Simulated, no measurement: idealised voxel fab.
Process module name: voxel quadruple lines
We display cut, a cross-section 280 nm in width whose square cells are each 5 nm.
Think of the cross-section as a grid of square cells. We describe it in bands, top to bottom, and each band covers one or more rows of those cells.
Band entry format. Leading values: height of top, height of bottom, nm. Remainder: materials in left-to-right order, each with its width in nm. Special words: "all across" on a single material, which then fills the band edge to edge; "air", empty space.
Heights are reckoned from 0. Under this level, the received wafer is all of one material. The bottommost band is open-ended downward, for example "0 nm and below".
When a width is written as two numbers, as in "30->40", the first number is the width in the top row of cells of the band and the second is the width in its bottom row, and the width changes by the same amount from each row to the next.
The cross-section has no changed cell in any step marked "remained the same".
What "Unvented internal voids" gives you is every empty space of 8 cells or more that is cut off from the top. Each appears as width x height at distance, with the distance taken from the left edge and width, height and distance all in nm.
after a step's settings: what the simulator itself notes on the step
overlay nm: how far to the right of its planned place the mask lay on this masked step (negative: to the left).
Read each pair as before and after one process step. The after cross-section shows only down to the lowest band that changed. The step between them and its settings are given below the pair. Pairs can come from different runs of this module on the same starting wafer. A pair continues from the pair above only where its "Before-step section" entry says so.
BEFORE-STEP SECTION
- 40 nm to 20 nm | air (110) | SiCN (5) | air (15) | SiCN (5) | air (10) | SiCN (5) | air (15) | SiCN (5) | air (110)
- 20 nm to 5 nm | W all across
- 5 nm to 0 nm | SiO2 all across
- 0 nm and below | Si all across
- Unvented internal voids: none
POST-STEP CROSS-SECTION
- 40 nm to 20 nm | air (110) | SiCN (5) | air (15) | SiCN (5) | air (10) | SiCN (5) | air (15) | SiCN (5) | air (110)
- 20 nm to 5 nm | air (110) | W (5) | air (15) | W (5) | air (10) | W (5) | air (15) | W (5) | air (110)
- No changes below 5.
- Unvented internal voids: none
Before/after cross-sections above; step in between: DIRECTIONAL_ETCH: etch materials W, depth nm 15
Before-step section: unchanged from the after cross-section in the pair immediately above; refer to that figure.
POST-STEP CROSS-SECTION
- 20 nm to 5 nm | air (110) | W (5) | air (15) | W (5) | air (10) | W (5) | air (15) | W (5) | air (110)
- No changes below 5.
- Unvented internal voids: none
Before/after cross-sections above; step in between: STRIP: etch materials SiCN
BEFORE-STEP SECTION
- 60 nm to 40 nm | aC all across
- 40 nm to 20 nm | polySi all across
- 20 nm to 5 nm | W all across
- 5 nm to 0 nm | SiO2 all across
- 0 nm and below | Si all across
- Unvented internal voids: none
POST-STEP CROSS-SECTION
- 90 nm to 60 nm | air (115) | resist (25) | air (140)
- No changes below 60.
- Unvented internal voids: none
Before/after cross-sections above; step in between: PATTERN: tone cover, mask id MANDREL, material resist, width nm 25, thk nm 30, overlay nm -10
Before-step section: unchanged from the after cross-section in the pair immediately above; refer to that figure.
POST-STEP CROSS-SECTION
- 70 nm to 60 nm | air (115) | resist (25) | air (140)
- 60 nm to 40 nm | air (115) | aC (25) | air (140)
- No changes below 40.
- Unvented internal voids: none
Before/after cross-sections above; step in between: DIRECTIONAL_ETCH: etch materials aC, depth nm 20
Before-step section: unchanged from the after cross-section in the pair immediately above; refer to that figure.
POST-STEP CROSS-SECTION
- 60 nm to 40 nm | air (115) | aC (25) | air (140)
- No changes below 40.
- Unvented internal voids: none
Before/after cross-sections above; step in between: STRIP: etch materials resist
Before-step section: unchanged from the after cross-section in the pair immediately above; refer to that figure.
POST-STEP CROSS-SECTION
- 75 nm to 60 nm | air (100) | SiO2 (55) | air (125)
- 60 nm to 55 nm | air (100) | SiO2 (15) | aC (25) | SiO2 (15) | air (125)
- 55 nm to 40 nm | SiO2 (115) | aC (25) | SiO2 (140)
- No changes below 40.
- Unvented internal voids: none
Before/after cross-sections above; step in between: CONFORMAL_DEP: material SiO2, thk nm 15
Before-step section: unchanged from the after cross-section in the pair immediately above; refer to that figure.
POST-STEP CROSS-SECTION
- 60 nm to 40 nm | air (100) | SiO2 (15) | aC (25) | SiO2 (15) | air (125)
- No changes below 40.
- Unvented internal voids: none
Before/after cross-sections above; step in between: DIRECTIONAL_ETCH: etch materials SiO2, depth nm 15
Before-step section: unchanged from the after cross-section in the pair immediately above; refer to that figure.
POST-STEP CROSS-SECTION
- 60 nm to 40 nm | air (100) | SiO2 (15) | air (25) | SiO2 (15) | air (125)
- No changes below 40.
- Unvented internal voids: none
Before/after cross-sections above; step in between: STRIP: etch materials aC
Before-step section: unchanged from the after cross-section in the pair immediately above; refer to that figure.
POST-STEP CROSS-SECTION
- 60 nm to 40 nm | air (100) | SiO2 (15) | air (25) | SiO2 (15) | air (125)
- 40 nm to 20 nm | air (100) | polySi (15) | air (25) | polySi (15) | air (125)
- No changes below 20.
- Unvented internal voids: none
Before/after cross-sections above; step in between: DIRECTIONAL_ETCH: etch materials polySi, depth nm 20
Before-step section: unchanged from the after cross-section in the pair immediately above; refer to that figure.
POST-STEP CROSS-SECTION
- 40 nm to 20 nm | air (100) | polySi (15) | air (25) | polySi (15) | air (125)
- No changes below 20.
- Unvented internal voids: none
Before/after cross-sections above; step in between: STRIP: etch materials SiO2
Before-step section: unchanged from the after cross-section in the pair immediately above; refer to that figure.
POST-STEP CROSS-SECTION
- 45 nm to 40 nm | air (95) | SiCN (25) | air (15) | SiCN (25) | air (120)
- 40 nm to 25 nm | air (95) | SiCN (5) | polySi (15) | SiCN (5) | air (15) | SiCN (5) | polySi (15) | SiCN (5) | air (120)
- 25 nm to 20 nm | SiCN (100) | polySi (15) | SiCN (25) | polySi (15) | SiCN (125)
- No changes below 20.
- Unvented internal voids: none
Before/after cross-sections above; step in between: CONFORMAL_DEP: material SiCN, thk nm 5
Before-step section: unchanged from the after cross-section in the pair immediately above; refer to that figure.
POST-STEP CROSS-SECTION
- 40 nm to 20 nm | air (95) | SiCN (5) | polySi (15) | SiCN (5) | air (15) | SiCN (5) | polySi (15) | SiCN (5) | air (120)
- No changes below 20.
- Unvented internal voids: none
Before/after cross-sections above; step in between: DIRECTIONAL_ETCH: etch materials SiCN, depth nm 5
Before-step section: unchanged from the after cross-section in the pair immediately above; refer to that figure.
POST-STEP CROSS-SECTION
- 40 nm to 20 nm | air (95) | SiCN (5) | air (15) | SiCN (5) | air (15) | SiCN (5) | air (15) | SiCN (5) | air (120)
- No changes below 20.
- Unvented internal voids: none
Before/after cross-sections above; step in between: STRIP: etch materials polySi
Before-step section: unchanged from the after cross-section in the pair immediately above; refer to that figure.
POST-STEP CROSS-SECTION
- 40 nm to 20 nm | air (95) | SiCN (5) | air (15) | SiCN (5) | air (15) | SiCN (5) | air (15) | SiCN (5) | air (120)
- 20 nm to 5 nm | air (95) | W (5) | air (15) | W (5) | air (15) | W (5) | air (15) | W (5) | air (120)
- No changes below 5.
- Unvented internal voids: none
Before/after cross-sections above; step in between: DIRECTIONAL_ETCH: etch materials W, depth nm 15
Before-step section: unchanged from the after cross-section in the pair immediately above; refer to that figure.
POST-STEP CROSS-SECTION
- 20 nm to 5 nm | air (95) | W (5) | air (15) | W (5) | air (15) | W (5) | air (15) | W (5) | air (120)
- No changes below 5.
- Unvented internal voids: none
Before/after cross-sections above; step in between: STRIP: etch materials SiCN
BEFORE-STEP SECTION
- 60 nm to 40 nm | air (125) | aC (25) | air (130)
- 40 nm to 20 nm | polySi all across
- 20 nm to 5 nm | W all across
- 5 nm to 0 nm | SiO2 all across
- 0 nm and below | Si all across
- Unvented internal voids: none
POST-STEP CROSS-SECTION
- 75 nm to 60 nm | air (110) | W (55) | air (115)
- 60 nm to 55 nm | air (110) | W (15) | aC (25) | W (15) | air (115)
- 55 nm to 40 nm | W (125) | aC (25) | W (130)
- No changes below 40.
- Unvented internal voids: none
Before/after cross-sections above; step in between: CONFORMAL_DEP: material W, thk nm 15
Before-step section: unchanged from the after cross-section in the pair immediately above; refer to that figure.
POST-STEP CROSS-SECTION
- 80 nm to 75 nm | air (105) | SiCN (65) | air (110)
- 75 nm to 60 nm | air (105) | SiCN (5) | W (55) | SiCN (5) | air (110)
- 60 nm to 55 nm | SiCN (110) | W (15) | aC (25) | W (15) | SiCN (115)
- No changes below 55.
- Unvented internal voids: none
Before/after cross-sections above; step in between: CONFORMAL_DEP: material SiCN, thk nm 5
Before-step section: unchanged from the after cross-section in the pair immediately above; refer to that figure.
POST-STEP CROSS-SECTION
- 75 nm to 60 nm | air (105) | SiCN (5) | W (55) | SiCN (5) | air (110)
- 60 nm to 55 nm | air (105) | SiCN (5) | W (15) | aC (25) | W (15) | SiCN (5) | air (110)
- No changes below 55.
- Unvented internal voids: none
Before/after cross-sections above; step in between: DIRECTIONAL_ETCH: etch materials SiCN, depth nm 5
Before-step section: unchanged from the after cross-section in the pair immediately above; refer to that figure.
POST-STEP CROSS-SECTION
- 75 nm to 60 nm | air (105) | SiCN (5) | air (55) | SiCN (5) | air (110)
- 60 nm to 55 nm | air (105) | SiCN (5) | W (15) | aC (25) | W (15) | SiCN (5) | air (110)
- 55 nm to 40 nm | air (105) | W (20) | aC (25) | W (20) | air (110)
- No changes below 40.
- Unvented internal voids: none
Before/after cross-sections above; step in between: DIRECTIONAL_ETCH: etch materials W, depth nm 15
Before-step section: unchanged from the after cross-section in the pair immediately above; refer to that figure.
POST-STEP CROSS-SECTION
- 60 nm to 55 nm | air (110) | W (15) | aC (25) | W (15) | air (115)
- No changes below 55.
- Unvented internal voids: none
Before/after cross-sections above; step in between: STRIP: etch materials SiCN
BEFORE-STEP SECTION
- 60 nm to 40 nm | aC all across
- 40 nm to 20 nm | polySi all across
- 20 nm to 5 nm | W all across
- 5 nm to 0 nm | SiO2 all across
- 0 nm and below | Si all across
- Unvented internal voids: none
POST-STEP CROSS-SECTION
- 90 nm to 60 nm | resist (125) | air (25) | resist (130)
- No changes below 60.
- Unvented internal voids: none
Before/after cross-sections above; step in between: PATTERN: tone open, mask id MANDREL, material resist, width nm 25, thk nm 30, overlay nm 0
Before-step section: unchanged from the after cross-section in the pair immediately above; refer to that figure.
POST-STEP CROSS-SECTION
- 70 nm to 60 nm | resist (125) | air (25) | resist (130)
- 60 nm to 40 nm | aC (125) | air (25) | aC (130)
- No changes below 40.
- Unvented internal voids: none
Before/after cross-sections above; step in between: DIRECTIONAL_ETCH: etch materials aC, depth nm 20
Before-step section: unchanged from the after cross-section in the pair immediately above; refer to that figure.
POST-STEP CROSS-SECTION
- 60 nm to 40 nm | aC (125) | air (25) | aC (130)
- No changes below 40.
- Unvented internal voids: none
Before/after cross-sections above; step in between: STRIP: etch materials resist
Before-step section: unchanged from the after cross-section in the pair immediately above; refer to that figure.
POST-STEP CROSS-SECTION
- 75 nm to 60 nm | SiO2 all across
- 60 nm to 40 nm | aC (125) | SiO2 (25) | aC (130)
- No changes below 40.
- Unvented internal voids: none
Before/after cross-sections above; step in between: CONFORMAL_DEP: material SiO2, thk nm 15
Before-step section: unchanged from the after cross-section in the pair immediately above; refer to that figure.
POST-STEP CROSS-SECTION
- 60 nm to 40 nm | aC (125) | SiO2 (25) | aC (130)
- No changes below 40.
- Unvented internal voids: none
Before/after cross-sections above; step in between: DIRECTIONAL_ETCH: etch materials SiO2, depth nm 15
Before-step section: unchanged from the after cross-section in the pair immediately above; refer to that figure.
POST-STEP CROSS-SECTION
- 60 nm to 40 nm | air (125) | SiO2 (25) | air (130)
- No changes below 40.
- Unvented internal voids: none
Before/after cross-sections above; step in between: STRIP: etch materials aC
Before-step section: unchanged from the after cross-section in the pair immediately above; refer to that figure.
POST-STEP CROSS-SECTION
- 60 nm to 40 nm | air (125) | SiO2 (25) | air (130)
- 40 nm to 20 nm | air (125) | polySi (25) | air (130)
- No changes below 20.
- Unvented internal voids: none
Before/after cross-sections above; step in between: DIRECTIONAL_ETCH: etch materials polySi, depth nm 20
Before-step section: unchanged from the after cross-section in the pair immediately above; refer to that figure.
POST-STEP CROSS-SECTION
- 40 nm to 20 nm | air (125) | polySi (25) | air (130)
- No changes below 20.
- Unvented internal voids: none
Before/after cross-sections above; step in between: STRIP: etch materials SiO2
Before-step section: unchanged from the after cross-section in the pair immediately above; refer to that figure.
POST-STEP CROSS-SECTION
- 45 nm to 40 nm | air (120) | SiCN (35) | air (125)
- 40 nm to 25 nm | air (120) | SiCN (5) | polySi (25) | SiCN (5) | air (125)
- 25 nm to 20 nm | SiCN (125) | polySi (25) | SiCN (130)
- No changes below 20.
- Unvented internal voids: none
Before/after cross-sections above; step in between: CONFORMAL_DEP: material SiCN, thk nm 5
Before-step section: unchanged from the after cross-section in the pair immediately above; refer to that figure.
POST-STEP CROSS-SECTION
- 40 nm to 20 nm | air (120) | SiCN (5) | polySi (25) | SiCN (5) | air (125)
- No changes below 20.
- Unvented internal voids: none
Before/after cross-sections above; step in between: DIRECTIONAL_ETCH: etch materials SiCN, depth nm 5
Before-step section: unchanged from the after cross-section in the pair immediately above; refer to that figure.
POST-STEP CROSS-SECTION
- 40 nm to 20 nm | air (120) | SiCN (5) | air (25) | SiCN (5) | air (125)
- No changes below 20.
- Unvented internal voids: none
Before/after cross-sections above; step in between: STRIP: etch materials polySi
Before-step section: unchanged from the after cross-section in the pair immediately above; refer to that figure.
POST-STEP CROSS-SECTION
- 40 nm to 20 nm | air (120) | SiCN (5) | air (25) | SiCN (5) | air (125)
- 20 nm to 5 nm | air (120) | W (5) | air (25) | W (5) | air (125)
- No changes below 5.
- Unvented internal voids: none
Before/after cross-sections above; step in between: DIRECTIONAL_ETCH: etch materials W, depth nm 15
Before-step section: unchanged from the after cross-section in the pair immediately above; refer to that figure.
POST-STEP CROSS-SECTION
- 20 nm to 5 nm | air (120) | W (5) | air (25) | W (5) | air (125)
- No changes below 5.
- Unvented internal voids: none
Before/after cross-sections above; step in between: STRIP: etch materials SiCN
